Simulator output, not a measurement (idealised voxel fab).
Process module in this document: voxel capacitor over wiring
FYI the section here is cut, 145 nm wide, cells are 5 nm squares.
Square cells in a grid make up a cross-section in this document, and the grid is given as bands, listed from the top down, each one or more rows of cells.
Band entry format. Leading values: height of top, height of bottom, nm. Remainder: materials in left-to-right order, each with its width in nm. Special words: "full width" on a single material, which then fills the band edge to edge; "blank", empty space.
We count height from 0. Below that, the starting wafer is all one material. The lowest band never ends at the bottom but goes on down; see "z 0 and below" for how that is written.
A two-number width, for instance "30 to 40", indicates that the width is equal to the first number in the top row of the band and to the second number in the bottom row, and that it changes by a constant amount per row of cells.
"nothing was modified" means the step left every cell of the cross-section as it was.
Basically, "Closed internal cavities" tells you about the enclosed voids: empty spaces with no open way to the top, 8 cells or bigger, each written width x height at distance, where distance is from the left edge, all in nm.
Formally, on a step line, whatever follows the settings is a remark that the simulator itself makes on the step.
overlay nm: on a step with a mask, how far right of its planned place the mask lay; negative means left.

[Process steps foreseen in the plan]
step 1: RECEIVE (material Si)
step 2: CONFORMAL_DEP (material SiO2; thk nm 15)
step 3: CONFORMAL_DEP (material SiN; thk nm 5)
step 4: DIRECTIONAL_DEP (material SiO2; thk nm 15)
step 5: MASKED_ETCH (tone open; mask id METAL_1; width nm 25; pitch nm 75; etch materials SiO2; depth nm 15; overlay nm 0)
step 6: MASKED_ETCH (tone open; mask id METAL_1; width nm 25; pitch nm 75; etch materials SiN; depth nm 5; overlay nm -5)
step 7: CONFORMAL_DEP (material TiN; thk nm 5)
step 8: FILL_DEP (material Ru; thk nm 10)
step 9: CMP (height nm 35)
step 10: CONFORMAL_DEP (material SiCN; thk nm 5)
step 11: DIRECTIONAL_DEP (material lowk; thk nm 15)
step 12: PATTERN (tone open; mask id PLUG_1; material resist; width nm 15; thk nm 15; overlay nm 0)
step 13: DIRECTIONAL_ETCH (etch materials lowk; depth nm 15)
step 14: DIRECTIONAL_ETCH (etch materials SiCN; depth nm 5)
step 15: STRIP (etch materials resist)
step 16: EPI (material Ru; thk nm 10)
step 17: EPI (material Ru; thk nm 10)
step 18: DIRECTIONAL_DEP (material TiN; thk nm 5)
step 19: DIRECTIONAL_DEP (material HfO2; thk nm 5)
step 20: DIRECTIONAL_DEP (material TiN; thk nm 10)
step 21: DIRECTIONAL_DEP (material aC; thk nm 15)
step 22: PATTERN (tone cover; mask id UPPER_PLATE; material resist; width nm 55; thk nm 30; overlay nm 0)
step 23: DIRECTIONAL_ETCH (etch materials aC; depth nm 15)
step 24: STRIP (etch materials resist)
step 25: DIRECTIONAL_ETCH (etch materials TiN; depth nm 10)
step 26: DIRECTIONAL_ETCH (etch materials HfO2; depth nm 5)
step 27: STRIP (etch materials aC)
step 28: MASKED_ETCH (tone cover; mask id LOWER_PLATE; width nm 65; etch materials TiN; depth nm 5; overlay nm 0)
step 29: FILL_DEP (material SiO2; thk nm 15)
step 30: CMP (height nm 85)
step 31: MASKED_ETCH (tone open; mask id PLUG_2; width nm 15; etch materials SiO2; depth nm 10; overlay nm 0)
step 32: CONFORMAL_DEP (material TiN; thk nm 5)
step 33: FILL_DEP (material W; thk nm 5)
step 34: CMP (height nm 85)
step 35: CONFORMAL_DEP (material SiN; thk nm 5)
Be aware that, although all wafers share a common starting state, the overlay nm at step 6 differs among them, and the plan displays the first wafer's value.

[Here's the first of the wafers in cross-section, just as we got it, i.e. after step 1]
- z 0 and below | Si full width
- Closed internal cavities: none

[The figure below presents a cross-section of the first of several wafers at the conclusion of the module, following its last step, step 35]
- z 90 to 85 | SiN full width
- z 85 to 80 | 40 of SiO2; 5 of TiN; 5 of W; 5 of TiN; 90 of SiO2
- z 80 to 75 | 40 of SiO2; 15 of TiN; 90 of SiO2
- z 75 to 65 | 30 of SiO2; 55 of TiN; 60 of SiO2
- z 65 to 60 | 30 of SiO2; 55 of HfO2; 60 of SiO2
- z 60 to 55 | 25 of SiO2; 65 of TiN; 55 of SiO2
- z 55 to 40 | 30 of lowk; 15 of Ru; 100 of lowk
- z 40 to 35 | 30 of SiCN; 15 of Ru; 100 of SiCN
- z 35 to 25 | 20 of SiO2; 5 of TiN; 15 of Ru; 5 of TiN; 50 of SiO2; 5 of TiN; 15 of Ru; 5 of TiN; 25 of SiO2
- z 25 to 20 | 20 of SiO2; 5 of TiN; 10 of Ru; 10 of TiN; 50 of SiO2; 5 of TiN; 10 of Ru; 10 of TiN; 25 of SiO2
- z 20 to 15 | 20 of SiN; 20 of TiN; 55 of SiN; 20 of TiN; 30 of SiN
- z 15 to 0 | SiO2 full width
- z 0 and below | Si full width
- Closed internal cavities: none

[The final wafer, sectioned at module end]
- z 90 to 85 | SiN full width
- z 85 to 80 | 40 of SiO2; 5 of TiN; 5 of W; 5 of TiN; 90 of SiO2
- z 80 to 75 | 40 of SiO2; 15 of TiN; 90 of SiO2
- z 75 to 65 | 30 of SiO2; 55 of TiN; 60 of SiO2
- z 65 to 60 | 30 of SiO2; 55 of HfO2; 60 of SiO2
- z 60 to 55 | 25 of SiO2; 65 of TiN; 55 of SiO2
- z 55 to 40 | 30 of lowk; 15 of Ru; 100 of lowk
- z 40 to 35 | 30 of SiCN; 15 of Ru; 100 of SiCN
- z 35 to 25 | 20 of SiO2; 5 of TiN; 15 of Ru; 5 of TiN; 50 of SiO2; 5 of TiN; 15 of Ru; 5 of TiN; 25 of SiO2
- z 25 to 20 | 20 of SiO2; 15 of TiN; 5 of Ru; 5 of TiN; 50 of SiO2; 15 of TiN; 5 of Ru; 5 of TiN; 25 of SiO2
- z 20 to 15 | 30 of SiN; 15 of TiN; 60 of SiN; 15 of TiN; 25 of SiN
- z 15 to 0 | SiO2 full width
- z 0 and below | Si full width
- Closed internal cavities: none

[For your reference, the table is organized with a row per wafer; each row reflects the wafer at the end of the module, indicating for each material the cells gained (+) or lost (-) since receipt, and thereafter its closed voids]
overlay nm -5 | +11 HfO2 | +28 Ru | +26 SiCN | +50 SiN | +266 SiO2 | +62 TiN | +1 W | +78 lowk | Closed internal cavities: none
overlay nm 0 | +11 HfO2 | +30 Ru | +26 SiCN | +48 SiN | +266 SiO2 | +62 TiN | +1 W | +78 lowk | Closed internal cavities: none
overlay nm 5 | +11 HfO2 | +28 Ru | +26 SiCN | +50 SiN | +266 SiO2 | +62 TiN | +1 W | +78 lowk | Closed internal cavities: none
overlay nm 10 | +11 HfO2 | +26 Ru | +26 SiCN | +52 SiN | +266 SiO2 | +62 TiN | +1 W | +78 lowk | Closed internal cavities: none
